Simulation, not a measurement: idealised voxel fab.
Presented below is a process module, voxel self aligned vias.
The figure presents cross-section cut, which has a width of 140 nm and is divided into square cells with an edge length of 5 nm.
Think of the cross-section as a grid of square cells. We describe it in bands, top to bottom, and each band covers one or more rows of those cells.
Band entry format. Leading values: height of top, height of bottom, nm. Remainder: materials in left-to-right order, each with its width in nm. Special words: "full width" on a single material, which then fills the band edge to edge; "air", empty space.
Heads up on the height convention: 0 is the point under which the incoming wafer is all one material, and the lowest band has no bottom, it just keeps going down, like "z 0 and below".
Width "30->40": first value at the band's top row of cells, second value at its bottom row, equal change from row to row.
The cross-section has no changed cell in any step marked "no alteration".
"Closed empty spaces" specifies each empty space that is not open to the top and that occupies no fewer than 8 cells, using the form width x height at distance, the distance measured from the left edge and all three quantities in nm.
Whatever follows a step's settings on its line is a remark the simulator itself makes about that step.
On any step carrying a mask, the "overlay nm" setting, if present on the step's line, tells how far right of its planned place the mask lay; negative values point to the left.

These are the steps we planned for the process
step 1: RECEIVE | material Si
step 2: CONFORMAL_DEP | material SiO2 | thk nm 10
step 3: CONFORMAL_DEP | material SiCN | thk nm 5
step 4: DIRECTIONAL_DEP | material lowk | thk nm 20
step 5: MASKED_ETCH | tone open | mask id LINES | width nm 30 | pitch nm 70 | etch materials lowk | depth nm 20 | overlay nm -5
step 6: CONFORMAL_DEP | material TiN | thk nm 5
step 7: FILL_DEP | material Ru | thk nm 5
step 8: CMP | height nm 35
step 9: SELECTIVE_ETCH | etch materials W Ru TiN | depth nm 5
step 10: FILL_DEP | material SiN | thk nm 10
step 11: CMP | height nm 35
step 12: DIRECTIONAL_DEP | material lowk | thk nm 20
step 13: PATTERN | tone open | mask id VIAS | material resist | width nm 40 | thk nm 20 | overlay nm 0
step 14: DIRECTIONAL_ETCH | etch materials lowk | depth nm 20
step 15: DIRECTIONAL_ETCH | etch materials SiN | depth nm 5
step 16: STRIP | etch materials resist
step 17: CONFORMAL_DEP | material TiN | thk nm 5
step 18: FILL_DEP | material Cu | thk nm 10
step 19: CMP | height nm 55
step 20: CONFORMAL_DEP | material SiCN | thk nm 5
Be aware that, although all wafers share a common starting state, the overlay nm at step 5 differs among them, and the plan displays the first wafer's value.

first wafer as received, after step 1
- z 0 and below | Si full width
- Closed empty spaces: none

Each row below is a wafer at the end of the module, listing for every material the number of cells it has gained (+) or lost (-) since it was received, followed by its closed voids
overlay nm -5 | +22 Cu | +16 Ru | +56 SiCN | +6 SiN | +56 SiO2 | +36 TiN | +144 lowk | Closed empty spaces: none
overlay nm 0 | +22 Cu | +16 Ru | +56 SiCN | +6 SiN | +56 SiO2 | +36 TiN | +144 lowk | Closed empty spaces: none
overlay nm 5 | +22 Cu | +16 Ru | +56 SiCN | +6 SiN | +56 SiO2 | +36 TiN | +144 lowk | Closed empty spaces: none
